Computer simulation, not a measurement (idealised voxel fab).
Name of the process module below: voxel plated lines
Square cell edge 5 nm, section width 140 nm, ID cut.
Cross-section spec: square-cell grid; bands listed top down; each band is one or more rows.
Band: top and bottom heights (nm) first, top before bottom; then materials from left to right, widths in nm. "full width" marks a sole material filling the band edge to edge. "blank" denotes empty space.
Counting heights begins at 0, where everything beneath is, in the wafer as received, one material. The lowest band has no bottom; it goes on downwards, as "0 and below" shows.
A width given as "30 to 40" starts at the first number in the band's top row and ends at the second number in its bottom row, shifting by an equal amount at every step from row to row.
Where the words "no change" appear for a step, the cross-section shows no cell changed by that step; every cell remained as before.
Entrapped voids: empty space of 8 cells or more with no open way to the top, each as width x height at its distance from the left edge, in nm
Formally, on a step line, whatever follows the settings is a remark that the simulator itself makes on the step.
Regarding "overlay nm": on a step with a mask, it is the distance the mask lay to the right of its planned place; a negative value places it to the left.
Process steps foreseen in the plan
1. RECEIVE [material Si]
2. CONFORMAL_DEP [material SiN] [thk nm 5]
3. DIRECTIONAL_DEP [material TiN] [thk nm 5]
4. PATTERN [tone open] [mask id LINES] [material resist] [width nm 20] [pitch nm 45] [thk nm 20] [overlay nm 0]
5. EPI [material Ru] [thk nm 10]
6. STRIP [etch materials resist]
7. DIRECTIONAL_ETCH [etch materials TiN] [depth nm 5]
8. CONFORMAL_DEP [material SiCN] [thk nm 10]
The following pertains to the first of two wafers, which was processed as planned
Wafer as received: cross-section following step 1
  0 and below: Si full width
  Entrapped voids: none
So this is the wafer cross-section right after step 2
  5 down to 0: SiN full width
  Lower than 0, everything is as it was.
So this is the wafer cross-section right after step 3
  10 down to 5: TiN full width
  Lower than 5, everything is as it was.
So this is the wafer cross-section right after step 4
  30 down to 10: resist: 15 | blank: 20 | resist: 25 | blank: 20 | resist: 25 | blank: 20 | resist: 15
  Lower than 10, everything is as it was.
So this is the wafer cross-section right after step 5
  30 down to 20: resist: 15 | blank: 20 | resist: 25 | blank: 20 | resist: 25 | blank: 20 | resist: 15
  20 down to 10: resist: 15 | Ru: 20 | resist: 25 | Ru: 20 | resist: 25 | Ru: 20 | resist: 15
  Lower than 10, everything is as it was.
So this is the wafer cross-section right after step 6
  20 down to 10: blank: 15 | Ru: 20 | blank: 25 | Ru: 20 | blank: 25 | Ru: 20 | blank: 15
  Lower than 10, everything is as it was.
So this is the wafer cross-section right after step 7
  20 down to 10: blank: 15 | Ru: 20 | blank: 25 | Ru: 20 | blank: 25 | Ru: 20 | blank: 15
  10 down to 5: blank: 15 | TiN: 20 | blank: 25 | TiN: 20 | blank: 25 | TiN: 20 | blank: 15
  Lower than 5, everything is as it was.
So this is the wafer cross-section right after step 8
  30 down to 20: blank: 5 | SiCN: 40 | blank: 5 | SiCN: 40 | blank: 5 | SiCN: 40 | blank: 5
  20 down to 15: blank: 5 | SiCN: 10 | Ru: 20 | SiCN: 10 | blank: 5 | SiCN: 10 | Ru: 20 | SiCN: 10 | blank: 5 | SiCN: 10 | Ru: 20 | SiCN: 10 | blank: 5
  15 down to 10: SiCN: 15 | Ru: 20 | SiCN: 25 | Ru: 20 | SiCN: 25 | Ru: 20 | SiCN: 15
  10 down to 5: SiCN: 15 | TiN: 20 | SiCN: 25 | TiN: 20 | SiCN: 25 | TiN: 20 | SiCN: 15
  Lower than 5, everything is as it was.
The remaining wafer, second of the two, started like the first and was run to the same plan, except that one mistake was made along the way; the two coincide through step 4, inclusive
Cross-section, second wafer, at the end time the plan gives for step 5
  30 down to 10: resist: 15 | Ru: 20 | resist: 25 | Ru: 20 | resist: 25 | Ru: 20 | resist: 15
  Lower than 10, everything is as it was.
Cross-section, second wafer, at the end time the plan gives for step 6
  30 down to 10: blank: 15 | Ru: 20 | blank: 25 | Ru: 20 | blank: 25 | Ru: 20 | blank: 15
  Lower than 10, everything is as it was.
Cross-section, second wafer, at the end time the plan gives for step 7
  30 down to 10: blank: 15 | Ru: 20 | blank: 25 | Ru: 20 | blank: 25 | Ru: 20 | blank: 15
  10 down to 5: blank: 15 | TiN: 20 | blank: 25 | TiN: 20 | blank: 25 | TiN: 20 | blank: 15
  Lower than 5, everything is as it was.
Cross-section, second wafer, at the end time the plan gives for step 8
  40 down to 30: blank: 5 | SiCN: 40 | blank: 5 | SiCN: 40 | blank: 5 | SiCN: 40 | blank: 5
  30 down to 15: blank: 5 | SiCN: 10 | Ru: 20 | SiCN: 10 | blank: 5 | SiCN: 10 | Ru: 20 | SiCN: 10 | blank: 5 | SiCN: 10 | Ru: 20 | SiCN: 10 | blank: 5
  15 down to 10: SiCN: 15 | Ru: 20 | SiCN: 25 | Ru: 20 | SiCN: 25 | Ru: 20 | SiCN: 15
  10 down to 5: SiCN: 15 | TiN: 20 | SiCN: 25 | TiN: 20 | SiCN: 25 | TiN: 20 | SiCN: 15
  Lower than 5, everything is as it was.
What broke from the plan during processing? step 5 in the plan was executed twice
Final tally in cells, some materials are higher or lower on the second wafer than on the first: Ru: 24 more | SiCN: 24 more
